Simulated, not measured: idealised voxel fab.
process module | voxel transistor to metal
cross-section cut | 215 nm wide | cells 5 nm
A cross-section is a grid of square cells, given in bands from the top down. A band is one or more rows of cells.
Each band's line starts with the height of the band's top and of its bottom, in nm. Then come its materials from left to right, each with its width in nm. One material with "throughout" fills the band from edge to edge. "air" is empty space.
Height 0 is the level under which the wafer as received is all one material. The lowest band goes on downwards, as in "0 down".
A width such as "30 to 40" changes by the same amount from each row of cells to the next, from the band's top row to its bottom row.
"no change" after a step means that no cell of the cross-section changed.
closed voids: empty space of 8 cells or more with no open way to the top, each as width x height at its distance from the left edge, in nm
after a step's settings: what the simulator itself notes on the step
overlay nm, on a step with a mask: how far to the right of its planned place the mask lay; to the left if negative
plan
1 op RECEIVE | material Si
2 op CONFORMAL_DEP | material SiO2 | thk nm 5
3 op CONFORMAL_DEP | material SiN | thk nm 10
4 op PATTERN | tone cover | mask id ACTIVE | material resist | width nm 110 | thk nm 15 | overlay nm 0
5 op DIRECTIONAL_ETCH | etch materials SiN | depth nm 10
6 op DIRECTIONAL_ETCH | etch materials SiO2 | depth nm 5
7 op DIRECTIONAL_ETCH | etch materials Si | depth nm 20
8 op STRIP | etch materials resist
9 op OXIDIZE | depth nm 5
10 op FILL_DEP | material SiO2 | thk nm 15
11 op CMP | height nm 15
12 op SELECTIVE_ETCH | etch materials SiO2 | depth nm 5
13 op STRIP | etch materials SiN
14 op SELECTIVE_ETCH | etch materials SiO2 | depth nm 5
15 op OXIDIZE | depth nm 5
16 op DIRECTIONAL_DEP | material polySi | thk nm 30
17 op DIRECTIONAL_DEP | material SiCN | thk nm 10
18 op PATTERN | tone cover | mask id GATE | material resist | width nm 20 | thk nm 15 | overlay nm 0
19 op DIRECTIONAL_ETCH | etch materials SiCN | depth nm 20
20 op DIRECTIONAL_ETCH | etch materials polySi | depth nm 40
21 op STRIP | etch materials resist
22 op CONFORMAL_DEP | material SiN | thk nm 10
23 op DIRECTIONAL_ETCH | etch materials SiN | depth nm 10
24 op DIRECTIONAL_ETCH | etch materials SiO2 | depth nm 5
25 op DIRECTIONAL_ETCH | etch materials Si | depth nm 10
26 op EPI | material pSi | thk nm 10
27 op FILL_DEP | material SiO2 | thk nm 5
28 op CMP | height nm 40
29 op DIRECTIONAL_DEP | material SiO2 | thk nm 10
30 op PATTERN | tone open | mask id CONTACT | material resist | width nm 20 | pitch nm 80 | thk nm 20 | overlay nm 0
31 op DIRECTIONAL_ETCH | etch materials SiO2 | depth nm 55
32 op STRIP | etch materials resist
33 op CONFORMAL_DEP | material TiN | thk nm 5
34 op FILL_DEP | material Ru | thk nm 5
35 op CMP | height nm 50
36 op CONFORMAL_DEP | material SiCN | thk nm 5
37 op DIRECTIONAL_DEP | material lowk | thk nm 20
38 op PATTERN | tone open | mask id METAL_1 | material resist | width nm 20 | pitch nm 80 | thk nm 15 | overlay nm 0
39 op DIRECTIONAL_ETCH | etch materials lowk | depth nm 20
40 op DIRECTIONAL_ETCH | etch materials SiCN | depth nm 5
41 op STRIP | etch materials resist
42 op CONFORMAL_DEP | material TiN | thk nm 5
43 op FILL_DEP | material Cu | thk nm 10
44 op CMP | height nm 75
45 op CONFORMAL_DEP | material SiCN | thk nm 5
46 op DIRECTIONAL_DEP | material SiO2 | thk nm 35
47 op DIRECTIONAL_DEP | material aC | thk nm 15
48 op PATTERN | tone open | mask id METAL_2_HOLES | material resist | width nm 15 | pitch nm 80 | thk nm 35 | overlay nm 0
49 op DIRECTIONAL_ETCH | etch materials aC | depth nm 15
50 op STRIP | etch materials resist
51 op DIRECTIONAL_ETCH | etch materials SiO2 | depth nm 35
52 op STRIP | etch materials aC
53 op MASKED_ETCH | tone open | mask id METAL_2 | width nm 20 | pitch nm 80 | etch materials SiO2 | depth nm 20 | overlay nm 0
54 op MASKED_ETCH | tone open | mask id METAL_2 | width nm 20 | pitch nm 80 | etch materials SiCN | depth nm 5 | overlay nm 0
55 op CONFORMAL_DEP | material TiN | thk nm 5
56 op FILL_DEP | material Ru | thk nm 5
57 op CMP | height nm 115
58 op CONFORMAL_DEP | material SiCN | thk nm 5
first wafer, as planned
as received, after step 1
  0 down: Si throughout
  closed voids: none
after step 2
  5 to 0: SiO2 throughout
  below 0: unchanged
after step 3
  15 to 5: SiN throughout
  below 5: unchanged
after step 4
  30 to 15: air 50 | resist 110 | air 55
  below 15: unchanged
after step 5
  30 to 15: air 50 | resist 110 | air 55
  15 to 5: air 50 | SiN 110 | air 55
  below 5: unchanged
after step 6
  30 to 15: air 50 | resist 110 | air 55
  15 to 5: air 50 | SiN 110 | air 55
  5 to 0: air 50 | SiO2 110 | air 55
  below 0: unchanged
after step 7
  30 to 15: air 50 | resist 110 | air 55
  15 to 5: air 50 | SiN 110 | air 55
  5 to 0: air 50 | SiO2 110 | air 55
  0 to -20: air 50 | Si 110 | air 55
  below -20: unchanged
after step 8
  15 to 5: air 50 | SiN 110 | air 55
  below 5: unchanged
after step 9
  15 to 5: air 50 | SiN 110 | air 55
  5 to 0: air 50 | SiO2 110 | air 55
  0 to -20: air 50 | SiO2 5 | Si 100 | SiO2 5 | air 55
  -20 to -25: SiO2 55 | Si 100 | SiO2 60
  below -25: unchanged
after step 10
  30 to 15: SiO2 throughout
  15 to 5: SiO2 50 | SiN 110 | SiO2 55
  5 to 0: SiO2 throughout
  0 to -25: SiO2 55 | Si 100 | SiO2 60
  below -25: unchanged
after step 11
  15 to 5: SiO2 50 | SiN 110 | SiO2 55
  below 5: unchanged
after step 12
  15 to 10: air 50 | SiN 110 | air 55
  below 10: unchanged
after step 13
  10 to 5: SiO2 50 | air 110 | SiO2 55
  below 5: unchanged
after step 14
  5 to 0: SiO2 45 | air 120 | SiO2 50
  below 0: unchanged
after step 15
  5 to 0: SiO2 45 | air 120 | SiO2 50
  0 to -5: SiO2 throughout
  below -5: unchanged
after step 16
  35 to 30: polySi 45 | air 120 | polySi 50
  30 to 5: polySi throughout
  5 to 0: SiO2 45 | polySi 120 | SiO2 50
  below 0: unchanged
after step 17
  45 to 40: SiCN 45 | air 120 | SiCN 50
  40 to 35: SiCN throughout
  35 to 30: polySi 45 | SiCN 120 | polySi 50
  below 30: unchanged
after step 18
  60 to 45: air 95 | resist 20 | air 100
  45 to 40: SiCN 45 | air 50 | resist 20 | air 50 | SiCN 50
  below 40: unchanged
after step 19
  60 to 40: air 95 | resist 20 | air 100
  40 to 35: air 95 | SiCN 20 | air 100
  35 to 30: polySi 45 | air 50 | SiCN 20 | air 50 | polySi 50
  below 30: unchanged
after step 20
  60 to 40: air 95 | resist 20 | air 100
  40 to 30: air 95 | SiCN 20 | air 100
  30 to 5: air 95 | polySi 20 | air 100
  5 to 0: SiO2 45 | air 50 | polySi 20 | air 50 | SiO2 50
  below 0: unchanged
after step 21
  40 to 30: air 95 | SiCN 20 | air 100
  below 30: unchanged
after step 22
  50 to 40: air 85 | SiN 40 | air 90
  40 to 30: air 85 | SiN 10 | SiCN 20 | SiN 10 | air 90
  30 to 15: air 85 | SiN 10 | polySi 20 | SiN 10 | air 90
  15 to 10: SiN 55 | air 30 | SiN 10 | polySi 20 | SiN 10 | air 30 | SiN 60
  10 to 5: SiN 95 | polySi 20 | SiN 100
  5 to 0: SiO2 45 | SiN 50 | polySi 20 | SiN 50 | SiO2 50
  below 0: unchanged
after step 23
  40 to 30: air 85 | SiN 10 | SiCN 20 | SiN 10 | air 90
  30 to 5: air 85 | SiN 10 | polySi 20 | SiN 10 | air 90
  5 to 0: SiO2 45 | SiN 10 | air 30 | SiN 10 | polySi 20 | SiN 10 | air 30 | SiN 10 | SiO2 50
  below 0: unchanged
after step 24
  40 to 30: air 85 | SiN 10 | SiCN 20 | SiN 10 | air 90
  30 to 5: air 85 | SiN 10 | polySi 20 | SiN 10 | air 90
  5 to 0: air 45 | SiN 10 | air 30 | SiN 10 | polySi 20 | SiN 10 | air 30 | SiN 10 | air 50
  0 to -5: SiO2 55 | air 30 | SiO2 40 | air 30 | SiO2 60
  below -5: unchanged
after step 25
  40 to 30: air 85 | SiN 10 | SiCN 20 | SiN 10 | air 90
  30 to 5: air 85 | SiN 10 | polySi 20 | SiN 10 | air 90
  5 to 0: air 45 | SiN 10 | air 30 | SiN 10 | polySi 20 | SiN 10 | air 30 | SiN 10 | air 50
  0 to -5: SiO2 55 | air 30 | SiO2 40 | air 30 | SiO2 60
  -5 to -15: SiO2 55 | air 30 | Si 40 | air 30 | SiO2 60
  below -15: unchanged
after step 26
  40 to 30: air 85 | SiN 10 | SiCN 20 | SiN 10 | air 90
  30 to 5: air 85 | SiN 10 | polySi 20 | SiN 10 | air 90
  5 to 0: air 45 | SiN 10 | air 20 | pSi 10 | SiN 10 | polySi 20 | SiN 10 | pSi 10 | air 20 | SiN 10 | air 50
  0 to -5: SiO2 55 | air 20 | pSi 10 | SiO2 40 | pSi 10 | air 20 | SiO2 60
  -5 to -15: SiO2 55 | pSi 30 | Si 40 | pSi 30 | SiO2 60
  below -15: unchanged
after step 27
  45 to 40: SiO2 throughout
  40 to 30: SiO2 85 | SiN 10 | SiCN 20 | SiN 10 | SiO2 90
  30 to 5: SiO2 85 | SiN 10 | polySi 20 | SiN 10 | SiO2 90
  5 to 0: SiO2 45 | SiN 10 | SiO2 20 | pSi 10 | SiN 10 | polySi 20 | SiN 10 | pSi 10 | SiO2 20 | SiN 10 | SiO2 50
  0 to -5: SiO2 75 | pSi 10 | SiO2 40 | pSi 10 | SiO2 80
  below -5: unchanged
after step 28
  40 to 30: SiO2 85 | SiN 10 | SiCN 20 | SiN 10 | SiO2 90
  below 30: unchanged
after step 29
  50 to 40: SiO2 throughout
  below 40: unchanged
after step 30
  70 to 50: resist 55 | air 20 | resist 60 | air 20 | resist 60
  below 50: unchanged
after step 31
  70 to 50: resist 55 | air 20 | resist 60 | air 20 | resist 60
  50 to 40: SiO2 55 | air 20 | SiO2 60 | air 20 | SiO2 60
  40 to 30: SiO2 55 | air 20 | SiO2 10 | SiN 10 | SiCN 20 | SiN 10 | SiO2 10 | air 20 | SiO2 60
  30 to 5: SiO2 55 | air 20 | SiO2 10 | SiN 10 | polySi 20 | SiN 10 | SiO2 10 | air 20 | SiO2 60
  5 to 0: SiO2 45 | SiN 10 | air 20 | pSi 10 | SiN 10 | polySi 20 | SiN 10 | pSi 10 | air 20 | SiN 10 | SiO2 50
  0 to -5: SiO2 55 | air 20 | pSi 10 | SiO2 40 | pSi 10 | air 20 | SiO2 60
  below -5: unchanged
after step 32
  50 to 40: SiO2 55 | air 20 | SiO2 60 | air 20 | SiO2 60
  below 40: unchanged
after step 33
  55 to 50: TiN 60 | air 10 | TiN 70 | air 10 | TiN 65
  50 to 40: SiO2 55 | TiN 5 | air 10 | TiN 5 | SiO2 60 | TiN 5 | air 10 | TiN 5 | SiO2 60
  40 to 30: SiO2 55 | TiN 5 | air 10 | TiN 5 | SiO2 10 | SiN 10 | SiCN 20 | SiN 10 | SiO2 10 | TiN 5 | air 10 | TiN 5 | SiO2 60
  30 to 5: SiO2 55 | TiN 5 | air 10 | TiN 5 | SiO2 10 | SiN 10 | polySi 20 | SiN 10 | SiO2 10 | TiN 5 | air 10 | TiN 5 | SiO2 60
  5 to 0: SiO2 45 | SiN 10 | TiN 5 | air 10 | TiN 5 | pSi 10 | SiN 10 | polySi 20 | SiN 10 | pSi 10 | TiN 5 | air 10 | TiN 5 | SiN 10 | SiO2 50
  0 to -5: SiO2 55 | TiN 20 | pSi 10 | SiO2 40 | pSi 10 | TiN 20 | SiO2 60
  below -5: unchanged
after step 34
  60 to 55: Ru throughout
  55 to 50: TiN 60 | Ru 10 | TiN 70 | Ru 10 | TiN 65
  50 to 40: SiO2 55 | TiN 5 | Ru 10 | TiN 5 | SiO2 60 | TiN 5 | Ru 10 | TiN 5 | SiO2 60
  40 to 30: SiO2 55 | TiN 5 | Ru 10 | TiN 5 | SiO2 10 | SiN 10 | SiCN 20 | SiN 10 | SiO2 10 | TiN 5 | Ru 10 | TiN 5 | SiO2 60
  30 to 5: SiO2 55 | TiN 5 | Ru 10 | TiN 5 | SiO2 10 | SiN 10 | polySi 20 | SiN 10 | SiO2 10 | TiN 5 | Ru 10 | TiN 5 | SiO2 60
  5 to 0: SiO2 45 | SiN 10 | TiN 5 | Ru 10 | TiN 5 | pSi 10 | SiN 10 | polySi 20 | SiN 10 | pSi 10 | TiN 5 | Ru 10 | TiN 5 | SiN 10 | SiO2 50
  below 0: unchanged
after step 35
  50 to 40: SiO2 55 | TiN 5 | Ru 10 | TiN 5 | SiO2 60 | TiN 5 | Ru 10 | TiN 5 | SiO2 60
  below 40: unchanged
after step 36
  55 to 50: SiCN throughout
  below 50: unchanged
after step 37
  75 to 55: lowk throughout
  below 55: unchanged
after step 38
  90 to 75: resist 55 | air 20 | resist 60 | air 20 | resist 60
  below 75: unchanged
after step 39
  90 to 75: resist 55 | air 20 | resist 60 | air 20 | resist 60
  75 to 55: lowk 55 | air 20 | lowk 60 | air 20 | lowk 60
  below 55: unchanged
after step 40
  90 to 75: resist 55 | air 20 | resist 60 | air 20 | resist 60
  75 to 55: lowk 55 | air 20 | lowk 60 | air 20 | lowk 60
  55 to 50: SiCN 55 | air 20 | SiCN 60 | air 20 | SiCN 60
  below 50: unchanged
after step 41
  75 to 55: lowk 55 | air 20 | lowk 60 | air 20 | lowk 60
  below 55: unchanged
after step 42
  80 to 75: TiN 60 | air 10 | TiN 70 | air 10 | TiN 65
  75 to 55: lowk 55 | TiN 5 | air 10 | TiN 5 | lowk 60 | TiN 5 | air 10 | TiN 5 | lowk 60
  55 to 50: SiCN 55 | TiN 20 | SiCN 60 | TiN 20 | SiCN 60
  below 50: unchanged
after step 43
  90 to 80: Cu throughout
  80 to 75: TiN 60 | Cu 10 | TiN 70 | Cu 10 | TiN 65
  75 to 55: lowk 55 | TiN 5 | Cu 10 | TiN 5 | lowk 60 | TiN 5 | Cu 10 | TiN 5 | lowk 60
  below 55: unchanged
after step 44
  75 to 55: lowk 55 | TiN 5 | Cu 10 | TiN 5 | lowk 60 | TiN 5 | Cu 10 | TiN 5 | lowk 60
  below 55: unchanged
after step 45
  80 to 75: SiCN throughout
  below 75: unchanged
after step 46
  115 to 80: SiO2 throughout
  below 80: unchanged
after step 47
  130 to 115: aC throughout
  below 115: unchanged
after step 48
  165 to 130: resist 55 | air 15 | resist 65 | air 15 | resist 65
  below 130: unchanged
after step 49
  150 to 130: resist 55 | air 15 | resist 65 | air 15 | resist 65
  130 to 115: aC 55 | air 15 | aC 65 | air 15 | aC 65
  below 115: unchanged
after step 50
  130 to 115: aC 55 | air 15 | aC 65 | air 15 | aC 65
  below 115: unchanged
after step 51
  130 to 115: aC 55 | air 15 | aC 65 | air 15 | aC 65
  115 to 80: SiO2 55 | air 15 | SiO2 65 | air 15 | SiO2 65
  below 80: unchanged
after step 52
  115 to 80: SiO2 55 | air 15 | SiO2 65 | air 15 | SiO2 65
  below 80: unchanged
after step 53
  115 to 95: SiO2 55 | air 20 | SiO2 60 | air 20 | SiO2 60
  below 95: unchanged
after step 54
  115 to 95: SiO2 55 | air 20 | SiO2 60 | air 20 | SiO2 60
  95 to 80: SiO2 55 | air 15 | SiO2 65 | air 15 | SiO2 65
  80 to 75: SiCN 55 | air 15 | SiCN 65 | air 15 | SiCN 65
  below 75: unchanged
after step 55
  120 to 115: TiN 60 | air 10 | TiN 70 | air 10 | TiN 65
  115 to 100: SiO2 55 | TiN 5 | air 10 | TiN 5 | SiO2 60 | TiN 5 | air 10 | TiN 5 | SiO2 60
  100 to 95: SiO2 55 | TiN 5 | air 5 | TiN 10 | SiO2 60 | TiN 5 | air 5 | TiN 10 | SiO2 60
  95 to 80: SiO2 55 | TiN 5 | air 5 | TiN 5 | SiO2 65 | TiN 5 | air 5 | TiN 5 | SiO2 65
  80 to 75: SiCN 55 | TiN 15 | SiCN 65 | TiN 15 | SiCN 65
  below 75: unchanged
after step 56
  125 to 120: Ru throughout
  120 to 115: TiN 60 | Ru 10 | TiN 70 | Ru 10 | TiN 65
  115 to 100: SiO2 55 | TiN 5 | Ru 10 | TiN 5 | SiO2 60 | TiN 5 | Ru 10 | TiN 5 | SiO2 60
  100 to 95: SiO2 55 | TiN 5 | Ru 5 | TiN 10 | SiO2 60 | TiN 5 | Ru 5 | TiN 10 | SiO2 60
  95 to 80: SiO2 55 | TiN 5 | Ru 5 | TiN 5 | SiO2 65 | TiN 5 | Ru 5 | TiN 5 | SiO2 65
  below 80: unchanged
after step 57
  115 to 100: SiO2 55 | TiN 5 | Ru 10 | TiN 5 | SiO2 60 | TiN 5 | Ru 10 | TiN 5 | SiO2 60
  below 100: unchanged
after step 58
  120 to 115: SiCN throughout
  below 115: unchanged
second wafer: like start, like plan, one mistake. Through step 6 it matches the first wafer
when step 7 should have ended
  30 to 15: air 50 | resist 110 | air 55
  15 to 5: air 50 | SiN 110 | air 55
  5 to 0: air 50 | SiO2 110 | air 55
  0 to -40: air 50 | Si 110 | air 55
  below -40: unchanged
when step 8 should have ended
  15 to 5: air 50 | SiN 110 | air 55
  below 5: unchanged
when step 9 should have ended
  15 to 5: air 50 | SiN 110 | air 55
  5 to 0: air 50 | SiO2 110 | air 55
  0 to -40: air 50 | SiO2 5 | Si 100 | SiO2 5 | air 55
  -40 to -45: SiO2 55 | Si 100 | SiO2 60
  below -45: unchanged
when step 10 should have ended
  30 to 15: SiO2 throughout
  15 to 5: SiO2 50 | SiN 110 | SiO2 55
  5 to 0: SiO2 throughout
  0 to -45: SiO2 55 | Si 100 | SiO2 60
  below -45: unchanged
when step 11 should have ended
  15 to 5: SiO2 50 | SiN 110 | SiO2 55
  below 5: unchanged
when step 12 should have ended
  15 to 10: air 50 | SiN 110 | air 55
  below 10: unchanged
when step 13 should have ended
  10 to 5: SiO2 50 | air 110 | SiO2 55
  below 5: unchanged
when step 14 should have ended
  5 to 0: SiO2 45 | air 120 | SiO2 50
  below 0: unchanged
when step 15 should have ended
  5 to 0: SiO2 45 | air 120 | SiO2 50
  0 to -5: SiO2 throughout
  below -5: unchanged
when step 16 should have ended
  35 to 30: polySi 45 | air 120 | polySi 50
  30 to 5: polySi throughout
  5 to 0: SiO2 45 | polySi 120 | SiO2 50
  below 0: unchanged
when step 17 should have ended
  45 to 40: SiCN 45 | air 120 | SiCN 50
  40 to 35: SiCN throughout
  35 to 30: polySi 45 | SiCN 120 | polySi 50
  below 30: unchanged
when step 18 should have ended
  60 to 45: air 95 | resist 20 | air 100
  45 to 40: SiCN 45 | air 50 | resist 20 | air 50 | SiCN 50
  below 40: unchanged
when step 19 should have ended
  60 to 40: air 95 | resist 20 | air 100
  40 to 35: air 95 | SiCN 20 | air 100
  35 to 30: polySi 45 | air 50 | SiCN 20 | air 50 | polySi 50
  below 30: unchanged
when step 20 should have ended
  60 to 40: air 95 | resist 20 | air 100
  40 to 30: air 95 | SiCN 20 | air 100
  30 to 5: air 95 | polySi 20 | air 100
  5 to 0: SiO2 45 | air 50 | polySi 20 | air 50 | SiO2 50
  below 0: unchanged
when step 21 should have ended
  40 to 30: air 95 | SiCN 20 | air 100
  below 30: unchanged
when step 22 should have ended
  50 to 40: air 85 | SiN 40 | air 90
  40 to 30: air 85 | SiN 10 | SiCN 20 | SiN 10 | air 90
  30 to 15: air 85 | SiN 10 | polySi 20 | SiN 10 | air 90
  15 to 10: SiN 55 | air 30 | SiN 10 | polySi 20 | SiN 10 | air 30 | SiN 60
  10 to 5: SiN 95 | polySi 20 | SiN 100
  5 to 0: SiO2 45 | SiN 50 | polySi 20 | SiN 50 | SiO2 50
  below 0: unchanged
when step 23 should have ended
  40 to 30: air 85 | SiN 10 | SiCN 20 | SiN 10 | air 90
  30 to 5: air 85 | SiN 10 | polySi 20 | SiN 10 | air 90
  5 to 0: SiO2 45 | SiN 10 | air 30 | SiN 10 | polySi 20 | SiN 10 | air 30 | SiN 10 | SiO2 50
  below 0: unchanged
when step 24 should have ended
  40 to 30: air 85 | SiN 10 | SiCN 20 | SiN 10 | air 90
  30 to 5: air 85 | SiN 10 | polySi 20 | SiN 10 | air 90
  5 to 0: air 45 | SiN 10 | air 30 | SiN 10 | polySi 20 | SiN 10 | air 30 | SiN 10 | air 50
  0 to -5: SiO2 55 | air 30 | SiO2 40 | air 30 | SiO2 60
  below -5: unchanged
when step 25 should have ended
  40 to 30: air 85 | SiN 10 | SiCN 20 | SiN 10 | air 90
  30 to 5: air 85 | SiN 10 | polySi 20 | SiN 10 | air 90
  5 to 0: air 45 | SiN 10 | air 30 | SiN 10 | polySi 20 | SiN 10 | air 30 | SiN 10 | air 50
  0 to -5: SiO2 55 | air 30 | SiO2 40 | air 30 | SiO2 60
  -5 to -15: SiO2 55 | air 30 | Si 40 | air 30 | SiO2 60
  below -15: unchanged
when step 26 should have ended
  40 to 30: air 85 | SiN 10 | SiCN 20 | SiN 10 | air 90
  30 to 5: air 85 | SiN 10 | polySi 20 | SiN 10 | air 90
  5 to 0: air 45 | SiN 10 | air 20 | pSi 10 | SiN 10 | polySi 20 | SiN 10 | pSi 10 | air 20 | SiN 10 | air 50
  0 to -5: SiO2 55 | air 20 | pSi 10 | SiO2 40 | pSi 10 | air 20 | SiO2 60
  -5 to -15: SiO2 55 | pSi 30 | Si 40 | pSi 30 | SiO2 60
  below -15: unchanged
when step 27 should have ended
  45 to 40: SiO2 throughout
  40 to 30: SiO2 85 | SiN 10 | SiCN 20 | SiN 10 | SiO2 90
  30 to 5: SiO2 85 | SiN 10 | polySi 20 | SiN 10 | SiO2 90
  5 to 0: SiO2 45 | SiN 10 | SiO2 20 | pSi 10 | SiN 10 | polySi 20 | SiN 10 | pSi 10 | SiO2 20 | SiN 10 | SiO2 50
  0 to -5: SiO2 75 | pSi 10 | SiO2 40 | pSi 10 | SiO2 80
  below -5: unchanged
when step 28 should have ended
  40 to 30: SiO2 85 | SiN 10 | SiCN 20 | SiN 10 | SiO2 90
  below 30: unchanged
when step 29 should have ended
  50 to 40: SiO2 throughout
  below 40: unchanged
when step 30 should have ended
  70 to 50: resist 55 | air 20 | resist 60 | air 20 | resist 60
  below 50: unchanged
when step 31 should have ended
  70 to 50: resist 55 | air 20 | resist 60 | air 20 | resist 60
  50 to 40: SiO2 55 | air 20 | SiO2 60 | air 20 | SiO2 60
  40 to 30: SiO2 55 | air 20 | SiO2 10 | SiN 10 | SiCN 20 | SiN 10 | SiO2 10 | air 20 | SiO2 60
  30 to 5: SiO2 55 | air 20 | SiO2 10 | SiN 10 | polySi 20 | SiN 10 | SiO2 10 | air 20 | SiO2 60
  5 to 0: SiO2 45 | SiN 10 | air 20 | pSi 10 | SiN 10 | polySi 20 | SiN 10 | pSi 10 | air 20 | SiN 10 | SiO2 50
  0 to -5: SiO2 55 | air 20 | pSi 10 | SiO2 40 | pSi 10 | air 20 | SiO2 60
  below -5: unchanged
when step 32 should have ended
  50 to 40: SiO2 55 | air 20 | SiO2 60 | air 20 | SiO2 60
  below 40: unchanged
when step 33 should have ended
  55 to 50: TiN 60 | air 10 | TiN 70 | air 10 | TiN 65
  50 to 40: SiO2 55 | TiN 5 | air 10 | TiN 5 | SiO2 60 | TiN 5 | air 10 | TiN 5 | SiO2 60
  40 to 30: SiO2 55 | TiN 5 | air 10 | TiN 5 | SiO2 10 | SiN 10 | SiCN 20 | SiN 10 | SiO2 10 | TiN 5 | air 10 | TiN 5 | SiO2 60
  30 to 5: SiO2 55 | TiN 5 | air 10 | TiN 5 | SiO2 10 | SiN 10 | polySi 20 | SiN 10 | SiO2 10 | TiN 5 | air 10 | TiN 5 | SiO2 60
  5 to 0: SiO2 45 | SiN 10 | TiN 5 | air 10 | TiN 5 | pSi 10 | SiN 10 | polySi 20 | SiN 10 | pSi 10 | TiN 5 | air 10 | TiN 5 | SiN 10 | SiO2 50
  0 to -5: SiO2 55 | TiN 20 | pSi 10 | SiO2 40 | pSi 10 | TiN 20 | SiO2 60
  below -5: unchanged
when step 34 should have ended
  60 to 55: Ru throughout
  55 to 50: TiN 60 | Ru 10 | TiN 70 | Ru 10 | TiN 65
  50 to 40: SiO2 55 | TiN 5 | Ru 10 | TiN 5 | SiO2 60 | TiN 5 | Ru 10 | TiN 5 | SiO2 60
  40 to 30: SiO2 55 | TiN 5 | Ru 10 | TiN 5 | SiO2 10 | SiN 10 | SiCN 20 | SiN 10 | SiO2 10 | TiN 5 | Ru 10 | TiN 5 | SiO2 60
  30 to 5: SiO2 55 | TiN 5 | Ru 10 | TiN 5 | SiO2 10 | SiN 10 | polySi 20 | SiN 10 | SiO2 10 | TiN 5 | Ru 10 | TiN 5 | SiO2 60
  5 to 0: SiO2 45 | SiN 10 | TiN 5 | Ru 10 | TiN 5 | pSi 10 | SiN 10 | polySi 20 | SiN 10 | pSi 10 | TiN 5 | Ru 10 | TiN 5 | SiN 10 | SiO2 50
  below 0: unchanged
when step 35 should have ended
  50 to 40: SiO2 55 | TiN 5 | Ru 10 | TiN 5 | SiO2 60 | TiN 5 | Ru 10 | TiN 5 | SiO2 60
  below 40: unchanged
when step 36 should have ended
  55 to 50: SiCN throughout
  below 50: unchanged
when step 37 should have ended
  75 to 55: lowk throughout
  below 55: unchanged
when step 38 should have ended
  90 to 75: resist 55 | air 20 | resist 60 | air 20 | resist 60
  below 75: unchanged
when step 39 should have ended
  90 to 75: resist 55 | air 20 | resist 60 | air 20 | resist 60
  75 to 55: lowk 55 | air 20 | lowk 60 | air 20 | lowk 60
  below 55: unchanged
when step 40 should have ended
  90 to 75: resist 55 | air 20 | resist 60 | air 20 | resist 60
  75 to 55: lowk 55 | air 20 | lowk 60 | air 20 | lowk 60
  55 to 50: SiCN 55 | air 20 | SiCN 60 | air 20 | SiCN 60
  below 50: unchanged
when step 41 should have ended
  75 to 55: lowk 55 | air 20 | lowk 60 | air 20 | lowk 60
  below 55: unchanged
when step 42 should have ended
  80 to 75: TiN 60 | air 10 | TiN 70 | air 10 | TiN 65
  75 to 55: lowk 55 | TiN 5 | air 10 | TiN 5 | lowk 60 | TiN 5 | air 10 | TiN 5 | lowk 60
  55 to 50: SiCN 55 | TiN 20 | SiCN 60 | TiN 20 | SiCN 60
  below 50: unchanged
when step 43 should have ended
  90 to 80: Cu throughout
  80 to 75: TiN 60 | Cu 10 | TiN 70 | Cu 10 | TiN 65
  75 to 55: lowk 55 | TiN 5 | Cu 10 | TiN 5 | lowk 60 | TiN 5 | Cu 10 | TiN 5 | lowk 60
  below 55: unchanged
when step 44 should have ended
  75 to 55: lowk 55 | TiN 5 | Cu 10 | TiN 5 | lowk 60 | TiN 5 | Cu 10 | TiN 5 | lowk 60
  below 55: unchanged
when step 45 should have ended
  80 to 75: SiCN throughout
  below 75: unchanged
when step 46 should have ended
  115 to 80: SiO2 throughout
  below 80: unchanged
when step 47 should have ended
  130 to 115: aC throughout
  below 115: unchanged
when step 48 should have ended
  165 to 130: resist 55 | air 15 | resist 65 | air 15 | resist 65
  below 130: unchanged
when step 49 should have ended
  150 to 130: resist 55 | air 15 | resist 65 | air 15 | resist 65
  130 to 115: aC 55 | air 15 | aC 65 | air 15 | aC 65
  below 115: unchanged
when step 50 should have ended
  130 to 115: aC 55 | air 15 | aC 65 | air 15 | aC 65
  below 115: unchanged
when step 51 should have ended
  130 to 115: aC 55 | air 15 | aC 65 | air 15 | aC 65
  115 to 80: SiO2 55 | air 15 | SiO2 65 | air 15 | SiO2 65
  below 80: unchanged
when step 52 should have ended
  115 to 80: SiO2 55 | air 15 | SiO2 65 | air 15 | SiO2 65
  below 80: unchanged
when step 53 should have ended
  115 to 95: SiO2 55 | air 20 | SiO2 60 | air 20 | SiO2 60
  below 95: unchanged
when step 54 should have ended
  115 to 95: SiO2 55 | air 20 | SiO2 60 | air 20 | SiO2 60
  95 to 80: SiO2 55 | air 15 | SiO2 65 | air 15 | SiO2 65
  80 to 75: SiCN 55 | air 15 | SiCN 65 | air 15 | SiCN 65
  below 75: unchanged
when step 55 should have ended
  120 to 115: TiN 60 | air 10 | TiN 70 | air 10 | TiN 65
  115 to 100: SiO2 55 | TiN 5 | air 10 | TiN 5 | SiO2 60 | TiN 5 | air 10 | TiN 5 | SiO2 60
  100 to 95: SiO2 55 | TiN 5 | air 5 | TiN 10 | SiO2 60 | TiN 5 | air 5 | TiN 10 | SiO2 60
  95 to 80: SiO2 55 | TiN 5 | air 5 | TiN 5 | SiO2 65 | TiN 5 | air 5 | TiN 5 | SiO2 65
  80 to 75: SiCN 55 | TiN 15 | SiCN 65 | TiN 15 | SiCN 65
  below 75: unchanged
when step 56 should have ended
  125 to 120: Ru throughout
  120 to 115: TiN 60 | Ru 10 | TiN 70 | Ru 10 | TiN 65
  115 to 100: SiO2 55 | TiN 5 | Ru 10 | TiN 5 | SiO2 60 | TiN 5 | Ru 10 | TiN 5 | SiO2 60
  100 to 95: SiO2 55 | TiN 5 | Ru 5 | TiN 10 | SiO2 60 | TiN 5 | Ru 5 | TiN 10 | SiO2 60
  95 to 80: SiO2 55 | TiN 5 | Ru 5 | TiN 5 | SiO2 65 | TiN 5 | Ru 5 | TiN 5 | SiO2 65
  below 80: unchanged
when step 57 should have ended
  115 to 100: SiO2 55 | TiN 5 | Ru 10 | TiN 5 | SiO2 60 | TiN 5 | Ru 10 | TiN 5 | SiO2 60
  below 100: unchanged
when step 58 should have ended
  120 to 115: SiCN throughout
  below 115: unchanged
what went wrong: step 7 was run twice
at the end the second wafer has, in cells: 92 fewer of Si | 92 more of SiO2
